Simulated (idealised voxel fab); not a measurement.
Process module under the name voxel capacitor over wiring
Square cells of 5 nm make up the cross-section cut, whose width is 280 nm.
Cross-section = grid of square cells, listed top down in bands; band = one or more rows. Each band's line starts with the height of the band's top and of its bottom, in nm. Then come its materials from left to right, each with its width in nm. One material with "edge to edge" fills the band from edge to edge. "blank" is empty space. Heights are expressed relative to 0, this being the level below which the as-received wafer comprises one material exclusively. The lowest band is unbounded in the downward direction and is denoted as in "0..down". Per-row width for "30..40": begins at first number (top row of band), ends at second number (bottom row), increment between rows held constant. "remained the same" (step): cross-section cells unchanged, all of them. "Catalogued sealed voids" enumerates empty spaces isolated from the top, with no open way to it, that contain at least 8 cells, giving each as width x height at distance from the left edge, all three in nm. On each step's line, the part that comes after the settings is the simulator's own comment on the step. "overlay nm", when on a step's line for a step with a mask, measures how far to the right of its planned place the mask lay; a negative measure means to the left.
These are the steps we planned for the process:
1: RECEIVE,material Si
2: CONFORMAL_DEP,material SiO2,thk nm 10
3: CONFORMAL_DEP,material SiCN,thk nm 5
4: DIRECTIONAL_DEP,material lowk,thk nm 25
5: PATTERN,tone open,mask id METAL_1,material resist,width nm 25,pitch nm 90,thk nm 15,overlay nm 0
6: DIRECTIONAL_ETCH,etch materials lowk,depth nm 25
7: DIRECTIONAL_ETCH,etch materials SiCN,depth nm 5
8: STRIP,etch materials resist
9: CONFORMAL_DEP,material TiN,thk nm 5
10: FILL_DEP,material Cu,thk nm 10
11: CMP,height nm 40
12: CONFORMAL_DEP,material SiCN,thk nm 5
13: DIRECTIONAL_DEP,material SiO2,thk nm 15
14: DIRECTIONAL_DEP,material aC,thk nm 10
15: PATTERN,tone open,mask id PLUG_1,material resist,width nm 15,thk nm 30,overlay nm 0
16: DIRECTIONAL_ETCH,etch materials aC,depth nm 10
17: STRIP,etch materials resist
18: DIRECTIONAL_ETCH,etch materials SiO2,depth nm 15
19: DIRECTIONAL_ETCH,etch materials SiCN,depth nm 5
20: STRIP,etch materials aC
21: EPI,material Ru,thk nm 10
22: EPI,material Ru,thk nm 10
23: DIRECTIONAL_DEP,material TiN,thk nm 10
24: DIRECTIONAL_DEP,material HfO2,thk nm 5
25: DIRECTIONAL_DEP,material TiN,thk nm 10
26: MASKED_ETCH,tone cover,mask id UPPER_PLATE,width nm 70,etch materials TiN,depth nm 10,overlay nm 0
27: MASKED_ETCH,tone cover,mask id UPPER_PLATE,width nm 70,etch materials HfO2,depth nm 5,overlay nm 0
28: MASKED_ETCH,tone cover,mask id LOWER_PLATE,width nm 80,etch materials TiN,depth nm 10,overlay nm 0
29: FILL_DEP,material SiO2,thk nm 20
30: CMP,height nm 100
31: PATTERN,tone open,mask id PLUG_2,material resist,width nm 15,thk nm 20,overlay nm 0
32: DIRECTIONAL_ETCH,etch materials SiO2,depth nm 15
33: STRIP,etch materials resist
34: CONFORMAL_DEP,material TiN,thk nm 5
35: FILL_DEP,material Ru,thk nm 5
36: CMP,height nm 100
37: CONFORMAL_DEP,material SiN,thk nm 5
Wafer cross-section on receipt, i.e. after step 1:
0..down: Si edge to edge
Catalogued sealed voids: none
Wafer at module end, in section. Began as above, planned as above, run with one mistake:
105..100: SiN edge to edge
100..90: SiO2 100 nm; TiN 5 nm; Ru 5 nm; TiN 5 nm; SiO2 165 nm
90..85: SiO2 100 nm; TiN 15 nm; SiO2 165 nm
85..80: SiO2 90 nm; HfO2 70 nm; SiO2 120 nm
80..70: HfO2 edge to edge
70..60: TiN edge to edge
60..45: SiO2 90 nm; Ru 15 nm; SiO2 175 nm
45..40: SiCN 90 nm; Ru 15 nm; SiCN 175 nm
40..15: lowk 80 nm; TiN 5 nm; Cu 15 nm; TiN 5 nm; lowk 65 nm; TiN 5 nm; Cu 15 nm; TiN 5 nm; lowk 85 nm
15..10: SiCN 80 nm; TiN 25 nm; SiCN 65 nm; TiN 25 nm; SiCN 85 nm
10..0: SiO2 edge to edge
0..down: Si edge to edge
Catalogued sealed voids: none
Want to know what went wrong? off-plan run, step 25, actual operation and settings DIRECTIONAL_DEP,material HfO2,thk nm 10
